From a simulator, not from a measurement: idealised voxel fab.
Presented below is a process module, voxel gate over fins.
Xsec cut, 280 nm wide, square cell size 5 nm.
Bands, listed from the top down, are how a cross-section gets written in this document; the cross-section itself is a grid of square cells, and a band is one or more rows of them.
Band entry format. Leading values: height of top, height of bottom, nm. Remainder: materials in left-to-right order, each with its width in nm. Special words: "full width" on a single material, which then fills the band edge to edge; "air", empty space.
The reference from which all heights are counted is 0, the level beneath which the as-received wafer is entirely one material; the lowest band, having no lower bound, proceeds downward and is written after the example "0 nm and below".
The width entry "30 to 40" should be interpreted row by row: the top row of cells in the band takes the first number, the bottom row takes the second number, and the change between adjacent rows is uniform throughout.
Reading "no alterations made" for a step: not a cell of the cross-section changed in it.
What "closed voids" gives you is every empty space of 8 cells or more that is cut off from the top. Each appears as width x height at distance, with the distance taken from the left edge and width, height and distance all in nm.
It should be noted that, on the line of a given step, the content following the step's settings is a remark produced by the simulator itself with respect to that step.
The setting "overlay nm" may be written on the line of a step. When the step uses a mask, the value reports how far to the right of the planned place the mask lay, and a negative value reports that it lay to the left.

List of planned process steps
1: RECEIVE with material Si
2: CONFORMAL_DEP with material SiN, thk nm 5
3: MASKED_ETCH with tone cover, mask id FINS, width nm 15, pitch nm 45, etch materials SiN, depth nm 5, overlay nm 0
4: MASKED_ETCH with tone cover, mask id FINS, width nm 15, pitch nm 45, etch materials Si, depth nm 30, overlay nm 0
5: FILL_DEP with material SiO2, thk nm 15
6: CMP with height nm 5
7: SELECTIVE_ETCH with etch materials SiO2, depth nm 15
8: STRIP with etch materials SiN
9: CONFORMAL_DEP with material HfO2, thk nm 5
10: CONFORMAL_DEP with material TiN, thk nm 5
11: FILL_DEP with material W, thk nm 10
12: CMP with height nm 15
13: CONFORMAL_DEP with material SiCN, thk nm 5

The cross-section here shows the wafer as received, i.e. in its state after step 1
  0 nm and below | Si full width
  closed voids: none

Cross-sectional image of the first of two wafers at the end of the module, the run having proceeded as planned
  20 nm to 15 nm | SiCN full width
  15 nm to 10 nm | W full width
  10 nm to 5 nm | 55 of W; 35 of TiN; 10 of W; 35 of TiN; 10 of W; 35 of TiN; 10 of W; 35 of TiN; 55 of W
  5 nm to 0 nm | 55 of W; 5 of TiN; 25 of HfO2; 5 of TiN; 10 of W; 5 of TiN; 25 of HfO2; 5 of TiN; 10 of W; 5 of TiN; 25 of HfO2; 5 of TiN; 10 of W; 5 of TiN; 25 of HfO2; 5 of TiN; 55 of W
  0 nm to -5 nm | 60 of TiN; 5 of HfO2; 15 of Si; 5 of HfO2; 20 of TiN; 5 of HfO2; 15 of Si; 5 of HfO2; 20 of TiN; 5 of HfO2; 15 of Si; 5 of HfO2; 20 of TiN; 5 of HfO2; 15 of Si; 5 of HfO2; 60 of TiN
  -5 nm to -10 nm | 65 of HfO2; 15 of Si; 30 of HfO2; 15 of Si; 30 of HfO2; 15 of Si; 30 of HfO2; 15 of Si; 65 of HfO2
  -10 nm to -30 nm | 65 of SiO2; 15 of Si; 30 of SiO2; 15 of Si; 30 of SiO2; 15 of Si; 30 of SiO2; 15 of Si; 65 of SiO2
  -30 nm and below | Si full width
  closed voids: none

Cross-sectional view: second of two wafers, end of module; start and plan identical to the first, one mistake in running
  20 nm to 15 nm | SiCN full width
  15 nm to 10 nm | W full width
  10 nm to 5 nm | 55 of W; 35 of TiN; 10 of W; 35 of TiN; 10 of W; 35 of TiN; 10 of W; 35 of TiN; 55 of W
  5 nm to 0 nm | 55 of W; 5 of TiN; 25 of HfO2; 5 of TiN; 10 of W; 5 of TiN; 25 of HfO2; 5 of TiN; 10 of W; 5 of TiN; 25 of HfO2; 5 of TiN; 10 of W; 5 of TiN; 25 of HfO2; 5 of TiN; 55 of W
  0 nm to -5 nm | 60 of TiN; 5 of HfO2; 15 of Si; 5 of HfO2; 20 of TiN; 5 of HfO2; 15 of Si; 5 of HfO2; 20 of TiN; 5 of HfO2; 15 of Si; 5 of HfO2; 20 of TiN; 5 of HfO2; 15 of Si; 5 of HfO2; 60 of TiN
  -5 nm to -10 nm | 65 of HfO2; 15 of Si; 30 of HfO2; 15 of Si; 30 of HfO2; 15 of Si; 30 of HfO2; 15 of Si; 65 of HfO2
  -10 nm to -20 nm | 65 of SiO2; 15 of Si; 30 of SiO2; 15 of Si; 30 of SiO2; 15 of Si; 30 of SiO2; 15 of Si; 65 of SiO2
  -20 nm and below | Si full width
  closed voids: none
It is concluded that the wafer was processed incorrectly with respect to the plan, in that step 4 went in with a setting other than planned; the actual run was MASKED_ETCH with tone cover, mask id FINS, width nm 15, pitch nm 45, etch materials Si, depth nm 20, overlay nm 0
Looking at both finished wafers in cells, the second ends up ahead of or behind the first on some materials: Si +88, SiO2 -88
